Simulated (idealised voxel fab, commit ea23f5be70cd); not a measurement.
Process module, titled voxel trench capacitor
In the cross-section labelled cut, the width is 275 nm and each square cell is 5 nm.
Throughout this document, each cross-section is represented as a grid of square cells and is presented as a sequence of bands enumerated from the top downward, where a band comprises one or more rows of cells.
Look at the band entry: it leads with the top's height and the bottom's height in nm. Then it lists the materials left to right, with a width in nm for each. The word "all across" on a single material says that material fills the band edge to edge. The word "blank" is empty space.
A quick word on heights: they are counted from 0, and under that level the wafer as it came to us is one material throughout. The lowest band is different from the rest in having no bottom; it simply continues downward, written as in "0 and below".
The notation "30..40" denotes a width that varies across the rows of cells in the band, beginning at the first number in the top row, finishing at the second number in the bottom row, and changing by an identical amount from each row to the next.
You'll sometimes find "same as before" written for a step, and that's the way of saying that nowhere in the cross-section did a cell change during that step.
Under "Unvented cavities" you'll find the enclosed gaps, the ones with no way out to the top, that are 8 cells or bigger; each reads width x height at distance, with distance counted from the left edge, everything in nm.
Where a step's line continues beyond its settings, the continuation is a remark by the simulator itself on that step.
When a step includes a mask, the "overlay nm" setting on its line states how far to the right of its planned place that mask lay, and negative values state how far to the left.

### Planned process steps
1. RECEIVE with material Si
2. CONFORMAL_DEP with material SiN, thk nm 10
3. PATTERN with tone open, mask id TRENCH, material resist, width nm 25, pitch nm 40, thk nm 15, overlay nm 0
4. DIRECTIONAL_ETCH with etch materials SiN, depth nm 10
5. DIRECTIONAL_ETCH with etch materials Si, depth nm 40
6. STRIP with etch materials resist
7. CONFORMAL_DEP with material Al2O3, thk nm 5
8. CONFORMAL_DEP with material TiN, thk nm 5
9. FILL_DEP with material W, thk nm 10
10. CMP with height nm 10

### Received-state cross-section, reflecting completion of step 1
- 0 and below: Si all across
- Unvented cavities: none

### First of two wafers at the end of the module, shown in cross-section; run carried out as planned
- 10 down to 0: SiN (85); Al2O3 (5); TiN (5); W (5); TiN (5); Al2O3 (5); SiN (15); Al2O3 (5); TiN (5); W (5); TiN (5); Al2O3 (5); SiN (15); Al2O3 (5); TiN (5); W (5); TiN (5); Al2O3 (5); SiN (85)
- 0 down to -30: Si (85); Al2O3 (5); TiN (5); W (5); TiN (5); Al2O3 (5); Si (15); Al2O3 (5); TiN (5); W (5); TiN (5); Al2O3 (5); Si (15); Al2O3 (5); TiN (5); W (5); TiN (5); Al2O3 (5); Si (85)
- -30 down to -35: Si (85); Al2O3 (5); TiN (15); Al2O3 (5); Si (15); Al2O3 (5); TiN (15); Al2O3 (5); Si (15); Al2O3 (5); TiN (15); Al2O3 (5); Si (85)
- -35 down to -40: Si (85); Al2O3 (25); Si (15); Al2O3 (25); Si (15); Al2O3 (25); Si (85)
- -40 and below: Si all across
- Unvented cavities: none

### Module end: cross-section of wafer two of two. Same start and process plan as the first wafer. One mistake during execution
- 10 down to 0: SiN (85); TiN (5); Al2O3 (5); W (5); Al2O3 (5); TiN (5); SiN (15); TiN (5); Al2O3 (5); W (5); Al2O3 (5); TiN (5); SiN (15); TiN (5); Al2O3 (5); W (5); Al2O3 (5); TiN (5); SiN (85)
- 0 down to -30: Si (85); TiN (5); Al2O3 (5); W (5); Al2O3 (5); TiN (5); Si (15); TiN (5); Al2O3 (5); W (5); Al2O3 (5); TiN (5); Si (15); TiN (5); Al2O3 (5); W (5); Al2O3 (5); TiN (5); Si (85)
- -30 down to -35: Si (85); TiN (5); Al2O3 (15); TiN (5); Si (15); TiN (5); Al2O3 (15); TiN (5); Si (15); TiN (5); Al2O3 (15); TiN (5); Si (85)
- -35 down to -40: Si (85); TiN (25); Si (15); TiN (25); Si (15); TiN (25); Si (85)
- -40 and below: Si all across
- Unvented cavities: none
What went wrong in running the wafer? swap of plan steps 7 and 8 during execution
Cell-count delta at end, second wafer over first, by material: Al2O3 -12; TiN +12
